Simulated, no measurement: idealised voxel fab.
process module | voxel transistor to metal
FYI the section here is cut, 155 nm wide, cells are 5 nm squares.
Cross-section layout: square cells on a grid; listed as bands, top to bottom; a band spans one or more cell rows. Top height, bottom height, nm. Materials left to right, width each, nm. Single material + "edge to edge" = fills band edge to edge. "air" = empty. Heights from 0 (as-received wafer is one material below). Bottom band endless downward, as "from 0 down". You'd read "30 to 40" like this: the band's top row of cells is as wide as the first number, its bottom row is as wide as the second, and going down, every row changes width by the same amount as the row before did. No cell of the cross-section changed in a step that is given as "no modifications". Listed in "Encapsulated voids": every empty space of 8 or more cells without an open way to the top. Form: width x height at distance, the distance being from the left edge, all in nm. Step line, after settings: the simulator's comment on this step. Steps that use a mask can have "overlay nm" on their line. It says how far the mask sat to the right of where it was meant to be. Negative means to the left.

**Below is the list of planned process steps**
1: RECEIVE [material Si]
2: CONFORMAL_DEP [material SiO2] [thk nm 5]
3: CONFORMAL_DEP [material SiN] [thk nm 15]
4: MASKED_ETCH [tone cover] [mask id ACTIVE] [width nm 120] [etch materials SiN] [depth nm 15] [overlay nm 0]
5: MASKED_ETCH [tone cover] [mask id ACTIVE] [width nm 120] [etch materials SiO2] [depth nm 5] [overlay nm 0]
6: MASKED_ETCH [tone cover] [mask id ACTIVE] [width nm 120] [etch materials Si] [depth nm 20] [overlay nm 0]
7: FILL_DEP [material SiO2] [thk nm 5]
8: CMP [height nm 20]
9: SELECTIVE_ETCH [etch materials SiO2] [depth nm 10]
10: STRIP [etch materials SiN]
11: SELECTIVE_ETCH [etch materials SiO2] [depth nm 5]
12: OXIDIZE [depth nm 5]
13: DIRECTIONAL_DEP [material polySi] [thk nm 20]
14: DIRECTIONAL_DEP [material SiCN] [thk nm 15]
15: PATTERN [tone cover] [mask id GATE] [material resist] [width nm 30] [thk nm 15] [overlay nm 0]
16: DIRECTIONAL_ETCH [etch materials SiCN] [depth nm 25]
17: DIRECTIONAL_ETCH [etch materials polySi] [depth nm 30]
18: STRIP [etch materials resist]
19: CONFORMAL_DEP [material SiN] [thk nm 5]
20: DIRECTIONAL_ETCH [etch materials SiN] [depth nm 5]
21: DIRECTIONAL_ETCH [etch materials SiO2] [depth nm 5]
22: DIRECTIONAL_ETCH [etch materials Si] [depth nm 15]
23: EPI [material SiGe] [thk nm 15]
24: FILL_DEP [material SiO2] [thk nm 10]
25: CMP [height nm 20]
26: STRIP [etch materials polySi]
27: SELECTIVE_ETCH [etch materials SiO2] [depth nm 5]
28: CONFORMAL_DEP [material HfO2] [thk nm 5]
29: CONFORMAL_DEP [material TiN] [thk nm 5]
30: FILL_DEP [material W] [thk nm 10]
31: CMP [height nm 15]
32: DIRECTIONAL_DEP [material SiO2] [thk nm 15]
33: PATTERN [tone open] [mask id CONTACT] [material resist] [width nm 20] [pitch nm 80] [thk nm 20] [overlay nm 0]
34: DIRECTIONAL_ETCH [etch materials SiO2] [depth nm 35]
35: STRIP [etch materials resist]
36: CONFORMAL_DEP [material TiN] [thk nm 5]
37: FILL_DEP [material W] [thk nm 5]
38: CMP [height nm 30]
39: DIRECTIONAL_DEP [material TiN] [thk nm 5]
40: DIRECTIONAL_DEP [material Ru] [thk nm 25]
41: MASKED_ETCH [tone cover] [mask id METAL_1] [width nm 20] [pitch nm 80] [etch materials Ru] [depth nm 25] [overlay nm 0]
42: MASKED_ETCH [tone cover] [mask id METAL_1] [width nm 20] [pitch nm 80] [etch materials TiN] [depth nm 5] [overlay nm 0]
43: FILL_DEP [material lowk] [thk nm 10]
44: CMP [height nm 60]
45: CONFORMAL_DEP [material SiCN] [thk nm 5]
46: DIRECTIONAL_DEP [material SiO2] [thk nm 35]
47: MASKED_ETCH [tone open] [mask id METAL_2] [width nm 20] [pitch nm 80] [etch materials SiO2] [depth nm 20] [overlay nm 0]
48: DIRECTIONAL_DEP [material aC] [thk nm 10]
49: PATTERN [tone open] [mask id METAL_2_HOLES] [material resist] [width nm 15] [pitch nm 80] [thk nm 30] [overlay nm 0]
50: DIRECTIONAL_ETCH [etch materials aC] [depth nm 10]
51: STRIP [etch materials resist]
52: DIRECTIONAL_ETCH [etch materials SiO2] [depth nm 15]
53: DIRECTIONAL_ETCH [etch materials SiCN] [depth nm 5]
54: STRIP [etch materials aC]
55: CONFORMAL_DEP [material TiN] [thk nm 5]
56: FILL_DEP [material Cu] [thk nm 10]
57: CMP [height nm 100]
58: CONFORMAL_DEP [material SiCN] [thk nm 5]

**as received, after step 1**
    from 0 down = Si edge to edge
    Encapsulated voids: none

**Here's the cross-section of the first of our two wafers at the end of the module - it ran as planned**
    from 105 to 100 = SiCN edge to edge
    from 100 to 85 = SiO2: 25, TiN: 5, Cu: 10, TiN: 5, SiO2: 60, TiN: 5, Cu: 10, TiN: 5, SiO2: 30
    from 85 to 80 = SiO2: 25, TiN: 5, Cu: 5, TiN: 10, SiO2: 60, TiN: 5, Cu: 5, TiN: 10, SiO2: 30
    from 80 to 65 = SiO2: 25, TiN: 5, Cu: 5, TiN: 5, SiO2: 65, TiN: 5, Cu: 5, TiN: 5, SiO2: 35
    from 65 to 60 = SiCN: 25, TiN: 15, SiCN: 65, TiN: 15, SiCN: 35
    from 60 to 35 = lowk: 25, Ru: 20, lowk: 60, Ru: 20, lowk: 30
    from 35 to 30 = lowk: 25, TiN: 20, lowk: 60, TiN: 20, lowk: 30
    from 30 to 15 = SiO2: 25, TiN: 5, W: 10, TiN: 5, SiO2: 60, TiN: 5, W: 10, TiN: 5, SiO2: 30
    from 15 to 10 = SiO2: 25, TiN: 5, W: 5, TiN: 10, SiO2: 10, SiN: 5, HfO2: 5, TiN: 5, W: 10, TiN: 5, HfO2: 5, SiN: 5, SiO2: 10, TiN: 10, W: 5, TiN: 5, SiO2: 30
    from 10 to 5 = SiO2: 25, TiN: 5, W: 5, TiN: 5, SiGe: 15, SiN: 5, HfO2: 5, TiN: 5, W: 10, TiN: 5, HfO2: 5, SiN: 5, SiGe: 15, TiN: 5, W: 5, TiN: 5, SiO2: 30
    from 5 to 0 = SiO2: 10, SiN: 5, SiO2: 10, TiN: 5, W: 5, TiN: 5, SiGe: 15, SiN: 5, HfO2: 5, TiN: 20, HfO2: 5, SiN: 5, SiGe: 15, TiN: 5, W: 5, TiN: 5, SiO2: 10, SiN: 5, SiO2: 15
    from 0 to -5 = SiO2: 25, TiN: 15, SiGe: 15, HfO2: 40, SiGe: 15, TiN: 15, SiO2: 30
    from -5 to -20 = SiO2: 15, SiGe: 40, Si: 40, SiGe: 40, SiO2: 20
    from -20 down = Si edge to edge
    Encapsulated voids: none

**Now the second wafer, cross-sectioned at the end of the module. Nothing different at the start, nothing different in the plan compared with the first, just one mistake when it was actually run**
    from 105 to 100 = SiCN edge to edge
    from 100 to 85 = SiO2: 25, TiN: 5, Cu: 10, TiN: 5, SiO2: 60, TiN: 5, Cu: 10, TiN: 5, SiO2: 30
    from 85 to 80 = SiO2: 25, TiN: 5, Cu: 5, TiN: 10, SiO2: 60, TiN: 5, Cu: 5, TiN: 10, SiO2: 30
    from 80 to 65 = SiO2: 25, TiN: 5, Cu: 5, TiN: 5, SiO2: 65, TiN: 5, Cu: 5, TiN: 5, SiO2: 35
    from 65 to 60 = SiCN: 25, TiN: 15, SiCN: 65, TiN: 15, SiCN: 35
    from 60 to 35 = lowk: 25, Ru: 20, lowk: 60, Ru: 20, lowk: 30
    from 35 to 30 = lowk: 25, TiN: 20, lowk: 60, TiN: 20, lowk: 30
    from 30 to 15 = SiO2: 25, TiN: 5, W: 10, TiN: 5, SiO2: 60, TiN: 5, W: 10, TiN: 5, SiO2: 30
    from 15 to 10 = SiO2: 25, TiN: 5, W: 5, TiN: 10, SiO2: 10, SiN: 5, SiCN: 30, SiN: 5, SiO2: 10, TiN: 10, W: 5, TiN: 5, SiO2: 30
    from 10 to 5 = SiO2: 25, TiN: 5, W: 5, TiN: 5, SiGe: 15, SiN: 5, SiCN: 30, SiN: 5, SiGe: 15, TiN: 5, W: 5, TiN: 5, SiO2: 30
    from 5 to 0 = SiO2: 10, SiN: 5, SiO2: 10, TiN: 5, W: 5, TiN: 5, SiGe: 15, SiN: 5, SiCN: 30, SiN: 5, SiGe: 15, TiN: 5, W: 5, TiN: 5, SiO2: 10, SiN: 5, SiO2: 15
    from 0 to -5 = SiO2: 25, TiN: 15, SiGe: 15, SiO2: 40, SiGe: 15, TiN: 15, SiO2: 30
    from -5 to -20 = SiO2: 15, SiGe: 40, Si: 40, SiGe: 40, SiO2: 20
    from -20 down = Si edge to edge
    Encapsulated voids: none
What broke from the plan during processing? plan step 13: skipped, not run
Wafer comparison, final, in cells, second relative to first, materials more or fewer: HfO2: 14 fewer | SiCN: 18 more | SiO2: 8 more | TiN: 8 fewer | W: 4 fewer
